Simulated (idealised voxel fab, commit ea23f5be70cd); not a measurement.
Herein follows the process module entitled voxel gate over fins.
It is cross-section cut that appears here, measuring 260 nm in width, its square cells being 5 nm in size.
Cross-section layout: square cells on a grid; listed as bands, top to bottom; a band spans one or more cell rows. For a band, the entry starts with two heights in nm, that of the top and then that of the bottom, and carries on with the band's materials in order from left to right, each alongside its width in nm; the word "all across" beside a single material means it fills the band edge to edge, and "air" means empty space. Height datum 0, below which the as-received substrate wafer is one material. Lowest band open at the bottom, running downward: "from 0 down". Quick explanation for "30->40": the width changes in equal steps down the rows of cells, from the first number in the band's top row to the second number in its bottom row. "nothing got changed", as given for a step, is the statement that not any cell of the cross-section underwent a change during that step. "Closed internal voids": empty spaces of 8 cells or more with no open way to the top, each given as width x height at distance, distance from the left edge, all in nm. Post-settings text on a step line: simulator's own remark regarding the step. overlay nm: right-of-plan distance of the mask on a masked step; negative values mean left-of-plan.
# So here's the lineup of process steps we planned
1 RECEIVE, material Si
2 CONFORMAL_DEP, material SiN, thk nm 10
3 DIRECTIONAL_DEP, material aC, thk nm 10
4 PATTERN, tone cover, mask id FINS, material resist, width nm 15, pitch nm 40, thk nm 30, overlay nm -15
5 DIRECTIONAL_ETCH, etch materials aC, depth nm 10
6 STRIP, etch materials resist
7 DIRECTIONAL_ETCH, etch materials SiN, depth nm 10
8 DIRECTIONAL_ETCH, etch materials Si, depth nm 30
9 STRIP, etch materials aC
10 FILL_DEP, material SiO2, thk nm 5
11 CMP, height nm 10
12 SELECTIVE_ETCH, etch materials SiO2, depth nm 25
13 STRIP, etch materials SiN
14 CONFORMAL_DEP, material HfO2, thk nm 5
15 CONFORMAL_DEP, material TiN, thk nm 5
16 CONFORMAL_DEP, material TiAl, thk nm 5
17 CONFORMAL_DEP, material TiN, thk nm 5
18 FILL_DEP, material W, thk nm 10
19 CMP, height nm 25
20 CONFORMAL_DEP, material SiCN, thk nm 10
Wafers differ in overlay nm at step 4; plan lists the first wafer's value; identical starting state.
# Received condition of the first of several wafers, sectioned: post-step 1
> from 0 down: Si all across
> Closed internal voids: none
# Below: a row per wafer. Contents at end of module: for every material, cells gained since receipt (+) or lost since receipt (-); then closed voids
overlay nm -15; +64 HfO2; -276 Si; +104 SiCN; +138 SiO2; +61 TiAl; +122 TiN; +151 W; Closed internal voids: none
overlay nm -10; +64 HfO2; -276 Si; +104 SiCN; +138 SiO2; +61 TiAl; +122 TiN; +151 W; Closed internal voids: none
overlay nm -5; +64 HfO2; -276 Si; +104 SiCN; +138 SiO2; +61 TiAl; +122 TiN; +151 W; Closed internal voids: none
overlay nm 0; +64 HfO2; -276 Si; +104 SiCN; +138 SiO2; +61 TiAl; +122 TiN; +151 W; Closed internal voids: none
overlay nm 5; +64 HfO2; -276 Si; +104 SiCN; +138 SiO2; +61 TiAl; +122 TiN; +151 W; Closed internal voids: none
overlay nm 10; +64 HfO2; -276 Si; +104 SiCN; +138 SiO2; +61 TiAl; +122 TiN; +151 W; Closed internal voids: none
overlay nm 15; +64 HfO2; -276 Si; +104 SiCN; +138 SiO2; +61 TiAl; +122 TiN; +151 W; Closed internal voids: none
